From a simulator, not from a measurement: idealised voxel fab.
process module | voxel gate over fins
cross-section cut | 155 nm wide | cells 5 nm
A cross-section is a grid of square cells, given in bands from the top down. A band is one or more rows of cells.
Each band's line starts with the height of the band's top and of its bottom, in nm. Then come its materials from left to right, each with its width in nm. One material with "throughout" fills the band from edge to edge. "air" is empty space.
Height 0 is the level under which the wafer as received is all one material. The lowest band goes on downwards, as in "0 down".
A width such as "30 to 40" changes by the same amount from each row of cells to the next, from the band's top row to its bottom row.
"no change" after a step means that no cell of the cross-section changed.
closed voids: empty space of 8 cells or more with no open way to the top, each as width x height at its distance from the left edge, in nm
after a step's settings: what the simulator itself notes on the step
overlay nm, on a step with a mask: how far to the right of its planned place the mask lay; to the left if negative
plan
1 op RECEIVE | material Si
2 op CONFORMAL_DEP | material SiN | thk nm 10
3 op MASKED_ETCH | tone cover | mask id FINS | width nm 15 | pitch nm 55 | etch materials SiN | depth nm 10 | overlay nm 0
4 op MASKED_ETCH | tone cover | mask id FINS | width nm 15 | pitch nm 55 | etch materials Si | depth nm 35 | overlay nm 0
5 op FILL_DEP | material SiO2 | thk nm 15
6 op CMP | height nm 10
7 op DIRECTIONAL_DEP | material aC | thk nm 10
8 op PATTERN | tone open | mask id RAIL | material resist | width nm 15 | thk nm 25 | overlay nm 0
9 op DIRECTIONAL_ETCH | etch materials aC | depth nm 10
10 op STRIP | etch materials resist
11 op DIRECTIONAL_ETCH | etch materials SiO2 | depth nm 40
12 op STRIP | etch materials aC
13 op CONFORMAL_DEP | material TiN | thk nm 5
14 op FILL_DEP | material Ru | thk nm 10
15 op CMP | height nm 10
16 op SELECTIVE_ETCH | etch materials W Ru TiN | depth nm 30
17 op FILL_DEP | material SiO2 | thk nm 5
18 op CMP | height nm 10
19 op SELECTIVE_ETCH | etch materials SiO2 | depth nm 25
20 op STRIP | etch materials SiN
21 op CONFORMAL_DEP | material HfO2 | thk nm 5
22 op CONFORMAL_DEP | material TiN | thk nm 5
23 op CONFORMAL_DEP | material TiAl | thk nm 5
24 op CONFORMAL_DEP | material TiN | thk nm 5
25 op FILL_DEP | material W | thk nm 10
26 op CMP | height nm 25
27 op CONFORMAL_DEP | material SiCN | thk nm 10
as received, after step 1
  0 down: Si throughout
  closed voids: none
a wafer at the end: this start, this plan, one mistake
  35 to 25: SiCN throughout
  25 to 20: W throughout
  20 to 15: TiN throughout
  15 to 10: TiAl 45 | TiN 10 | TiAl 45 | TiN 10 | TiAl 45
  10 to 5: TiAl 5 | TiN 35 | TiAl 5 | TiN 10 | TiAl 5 | TiN 35 | TiAl 5 | TiN 10 | TiAl 5 | TiN 35 | TiAl 5
  5 to 0: TiAl 5 | TiN 5 | HfO2 25 | TiN 5 | TiAl 5 | TiN 10 | TiAl 5 | TiN 5 | HfO2 25 | TiN 5 | TiAl 5 | TiN 10 | TiAl 5 | TiN 5 | HfO2 25 | TiN 5 | TiAl 5
  0 to -5: TiAl 5 | TiN 5 | HfO2 5 | Si 15 | HfO2 5 | TiN 5 | TiAl 20 | TiN 5 | HfO2 5 | Si 15 | HfO2 5 | TiN 5 | TiAl 20 | TiN 5 | HfO2 5 | Si 15 | HfO2 5 | TiN 5 | TiAl 5
  -5 to -10: TiN 10 | HfO2 5 | Si 15 | HfO2 5 | TiN 30 | HfO2 5 | Si 15 | HfO2 5 | TiN 30 | HfO2 5 | Si 15 | HfO2 5 | TiN 10
  -10 to -15: HfO2 15 | Si 15 | HfO2 40 | Si 15 | HfO2 40 | Si 15 | HfO2 15
  -15 to -20: SiO2 15 | Si 15 | SiO2 40 | Si 15 | SiO2 40 | Si 15 | SiO2 15
  -20 to -25: SiO2 15 | Si 15 | SiO2 15 | TiN 5 | Ru 5 | TiN 5 | SiO2 10 | Si 15 | SiO2 40 | Si 15 | SiO2 15
  -25 to -30: SiO2 15 | Si 15 | SiO2 15 | TiN 15 | SiO2 10 | Si 15 | SiO2 40 | Si 15 | SiO2 15
  -30 to -35: SiO2 15 | Si 15 | SiO2 40 | Si 15 | SiO2 40 | Si 15 | SiO2 15
  -35 down: Si throughout
  closed voids: none
what went wrong: step 8 ran as: op PATTERN | tone open | mask id RAIL | material resist | width nm 15 | thk nm 25 | overlay nm 5
